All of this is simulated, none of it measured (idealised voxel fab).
A process module follows: voxel released beams.
The width of the displayed cross-section, cut, is 295 nm; its cells are square, with a size of 5 nm.
In this document a cross-section is written as a grid of square cells. It is given as a series of bands, listed from the top down, and a band is one or more rows of cells.
First you get the band's top height and its bottom height, in nm, and then the materials it's made of, left to right, with each width in nm. If you see a single material with "edge to edge", that one covers the band edge to edge. "blank" is empty space.
Measure heights from 0. That's the level where, below it, the as-received wafer is all one material. The lowest band is bottomless and extends downward; write it as in "0 down".
A two-number width, for instance "30 to 40", indicates that the width is equal to the first number in the top row of the band and to the second number in the bottom row, and that it changes by a constant amount per row of cells.
"no change occurred" for a step: no cell of the cross-section changed in that step.
Each empty space that has no open way to the top and spans at least 8 cells appears under "Unvented voids" as width x height at distance, the distance counted from the left edge, all in nm.
If you see something after the settings on a step's line, that's the simulator's own remark about that step.
The optional step-line setting "overlay nm" applies to steps with a mask and quantifies how far to the right of its planned location the mask lay, a negative value indicating leftward placement.

[So here's the lineup of process steps we planned]
1: RECEIVE with material Si
2: CONFORMAL_DEP with material Al2O3, thk nm 5
3: DIRECTIONAL_DEP with material SiO2, thk nm 20
4: MASKED_ETCH with tone open, mask id ANCHOR, width nm 35, etch materials SiO2, depth nm 20, overlay nm 0
5: CONFORMAL_DEP with material SiN, thk nm 10
6: DIRECTIONAL_DEP with material aC, thk nm 15
7: PATTERN with tone cover, mask id BEAM, material resist, width nm 110, thk nm 30, overlay nm 0
8: DIRECTIONAL_ETCH with etch materials aC, depth nm 15
9: STRIP with etch materials resist
10: DIRECTIONAL_ETCH with etch materials SiN, depth nm 10
11: STRIP with etch materials aC
12: STRIP with etch materials SiO2

[What follows covers the first of two wafers; it ran as planned]

[Cross-section of the incoming wafer, state after step 1]
> 0 down: Si edge to edge
> Unvented voids: none

[Take a look at the wafer's cross-section after step 2]
> 5 to 0: Al2O3 edge to edge
> Below 0, no change.

[Take a look at the wafer's cross-section after step 3]
> 25 to 5: SiO2 edge to edge
> Below 5, no change.

[Take a look at the wafer's cross-section after step 4]
> 25 to 5: SiO2 (95); blank (35); SiO2 (165)
> Below 5, no change.

[Take a look at the wafer's cross-section after step 5]
> 35 to 25: SiN (105); blank (15); SiN (175)
> 25 to 15: SiO2 (95); SiN (10); blank (15); SiN (10); SiO2 (165)
> 15 to 5: SiO2 (95); SiN (35); SiO2 (165)
> Below 5, no change.

[Take a look at the wafer's cross-section after step 6]
> 50 to 35: aC (105); blank (15); aC (175)
> 35 to 30: SiN (105); blank (15); SiN (175)
> 30 to 25: SiN (105); aC (15); SiN (175)
> 25 to 15: SiO2 (95); SiN (10); aC (15); SiN (10); SiO2 (165)
> Below 15, no change.

[Take a look at the wafer's cross-section after step 7]
> 80 to 50: blank (90); resist (110); blank (95)
> 50 to 35: aC (105); resist (15); aC (175)
> 35 to 30: SiN (105); resist (15); SiN (175)
> Below 30, no change.

[Take a look at the wafer's cross-section after step 8]
> 65 to 50: blank (90); resist (110); blank (95)
> 50 to 35: blank (90); aC (15); resist (15); aC (80); blank (95)
> Below 35, no change.

[Take a look at the wafer's cross-section after step 9]
> 50 to 35: blank (90); aC (15); blank (15); aC (80); blank (95)
> 35 to 30: SiN (105); blank (15); SiN (175)
> Below 30, no change.

[Take a look at the wafer's cross-section after step 10]
> 50 to 35: blank (90); aC (15); blank (15); aC (80); blank (95)
> 35 to 30: blank (90); SiN (15); blank (15); SiN (80); blank (95)
> 30 to 25: blank (90); SiN (15); aC (15); SiN (80); blank (95)
> Below 25, no change.

[Take a look at the wafer's cross-section after step 11]
> 35 to 25: blank (90); SiN (15); blank (15); SiN (80); blank (95)
> 25 to 15: SiO2 (95); SiN (10); blank (15); SiN (10); SiO2 (165)
> Below 15, no change.

[Take a look at the wafer's cross-section after step 12]
> 35 to 25: blank (90); SiN (15); blank (15); SiN (80); blank (95)
> 25 to 15: blank (95); SiN (10); blank (15); SiN (10); blank (165)
> 15 to 5: blank (95); SiN (35); blank (165)
> Below 5, no change.

[Now the other wafer: same start, same recipe, but we messed up one thing when running it. Up to and including step 2 it's the same as the first one]

Second wafer cross-section, taken as of the time the plan sets for step 3 to be done: no change occurred

Second wafer cross-section, taken as of the time the plan sets for step 4 to be done: no change occurred

[Second wafer cross-section, taken as of the time the plan sets for step 5 to be done]
> 15 to 5: SiN edge to edge
> Below 5, no change.

[Second wafer cross-section, taken as of the time the plan sets for step 6 to be done]
> 30 to 15: aC edge to edge
> Below 15, no change.

[Second wafer cross-section, taken as of the time the plan sets for step 7 to be done]
> 60 to 30: blank (90); resist (110); blank (95)
> Below 30, no change.

[Second wafer cross-section, taken as of the time the plan sets for step 8 to be done]
> 45 to 30: blank (90); resist (110); blank (95)
> 30 to 15: blank (90); aC (110); blank (95)
> Below 15, no change.

[Second wafer cross-section, taken as of the time the plan sets for step 9 to be done]
> 30 to 15: blank (90); aC (110); blank (95)
> Below 15, no change.

[Second wafer cross-section, taken as of the time the plan sets for step 10 to be done]
> 30 to 15: blank (90); aC (110); blank (95)
> 15 to 5: blank (90); SiN (110); blank (95)
> Below 5, no change.

[Second wafer cross-section, taken as of the time the plan sets for step 11 to be done]
> 15 to 5: blank (90); SiN (110); blank (95)
> Below 5, no change.

Second wafer cross-section, taken as of the time the plan sets for step 12 to be done: no change occurred
Misprocessing identified: the run left out plan step 3 entirely, so it was never executed
Final difference in cells, second wafer against first, listed per material as more or fewer: -16 SiN
